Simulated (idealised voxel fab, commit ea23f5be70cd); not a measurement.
process module | voxel air gaps
cross-section cut | 230 nm wide | cells 5 nm
A cross-section is a grid of square cells, given in bands from the top down. A band is one or more rows of cells.
Each band's line starts with the height of the band's top and of its bottom, in nm. Then come its materials from left to right, each with its width in nm. One material with "throughout" fills the band from edge to edge. "air" is empty space.
Height 0 is the level under which the wafer as received is all one material. The lowest band goes on downwards, as in "0 down".
A width such as "30 to 40" changes by the same amount from each row of cells to the next, from the band's top row to its bottom row.
"no change" after a step means that no cell of the cross-section changed.
closed voids: empty space of 8 cells or more with no open way to the top, each as width x height at its distance from the left edge, in nm
after a step's settings: what the simulator itself notes on the step
overlay nm, on a step with a mask: how far to the right of its planned place the mask lay; to the left if negative
plan
1 op RECEIVE | material Si
2 op CONFORMAL_DEP | material SiO2 | thk nm 10
3 op CONFORMAL_DEP | material SiN | thk nm 5
4 op DIRECTIONAL_DEP | material lowk | thk nm 40
5 op DIRECTIONAL_DEP | material aC | thk nm 15
6 op PATTERN | tone open | mask id LINES | material resist | width nm 20 | pitch nm 45 | thk nm 30 | overlay nm 0
7 op DIRECTIONAL_ETCH | etch materials aC | depth nm 15
8 op STRIP | etch materials resist
9 op DIRECTIONAL_ETCH | etch materials lowk | depth nm 40
10 op STRIP | etch materials aC
11 op CONFORMAL_DEP | material TiN | thk nm 5
12 op FILL_DEP | material Cu | thk nm 5
13 op CMP | height nm 55
14 op EPI | material Ru | thk nm 10
15 op SELECTIVE_ETCH | etch materials lowk | depth nm 50
16 op CONFORMAL_DEP | material SiCN | thk nm 5
as received, after step 1
  0 down: Si throughout
  closed voids: none
first wafer at the end, as planned
  70 to 65: air 45 | SiCN 140 | air 45
  65 to 55: air 45 | SiCN 5 | Ru 40 | SiCN 5 | Ru 40 | SiCN 5 | Ru 40 | SiCN 5 | air 45
  55 to 50: air 45 | SiCN 15 | TiN 5 | Cu 10 | TiN 5 | SiCN 25 | TiN 5 | Cu 10 | TiN 5 | SiCN 25 | TiN 5 | Cu 10 | TiN 5 | SiCN 15 | air 45
  50 to 20: air 55 | SiCN 5 | TiN 5 | Cu 10 | TiN 5 | SiCN 5 | air 15 | SiCN 5 | TiN 5 | Cu 10 | TiN 5 | SiCN 5 | air 15 | SiCN 5 | TiN 5 | Cu 10 | TiN 5 | SiCN 5 | air 55
  20 to 15: SiCN 60 | TiN 20 | SiCN 25 | TiN 20 | SiCN 25 | TiN 20 | SiCN 60
  15 to 10: SiN throughout
  10 to 0: SiO2 throughout
  0 down: Si throughout
  closed voids: 15 x 30 at 85; 15 x 30 at 130
second wafer at the end: like start, like plan, one mistake
  70 to 65: SiCN throughout
  65 to 55: Ru throughout
  55 to 50: TiN 65 | Cu 10 | TiN 35 | Cu 10 | TiN 35 | Cu 10 | TiN 65
  50 to 20: lowk 60 | TiN 5 | Cu 10 | TiN 5 | lowk 25 | TiN 5 | Cu 10 | TiN 5 | lowk 25 | TiN 5 | Cu 10 | TiN 5 | lowk 60
  20 to 15: lowk 60 | TiN 20 | lowk 25 | TiN 20 | lowk 25 | TiN 20 | lowk 60
  15 to 10: SiN throughout
  10 to 0: SiO2 throughout
  0 down: Si throughout
  closed voids: none
what went wrong: step 4 ran as: op DIRECTIONAL_DEP | material lowk | thk nm 35
at the end the second wafer has, in cells: 44 more of Ru | 76 fewer of SiCN | 34 more of TiN | 238 more of lowk
closed voids at the end (first wafer, second wafer): 2, 0
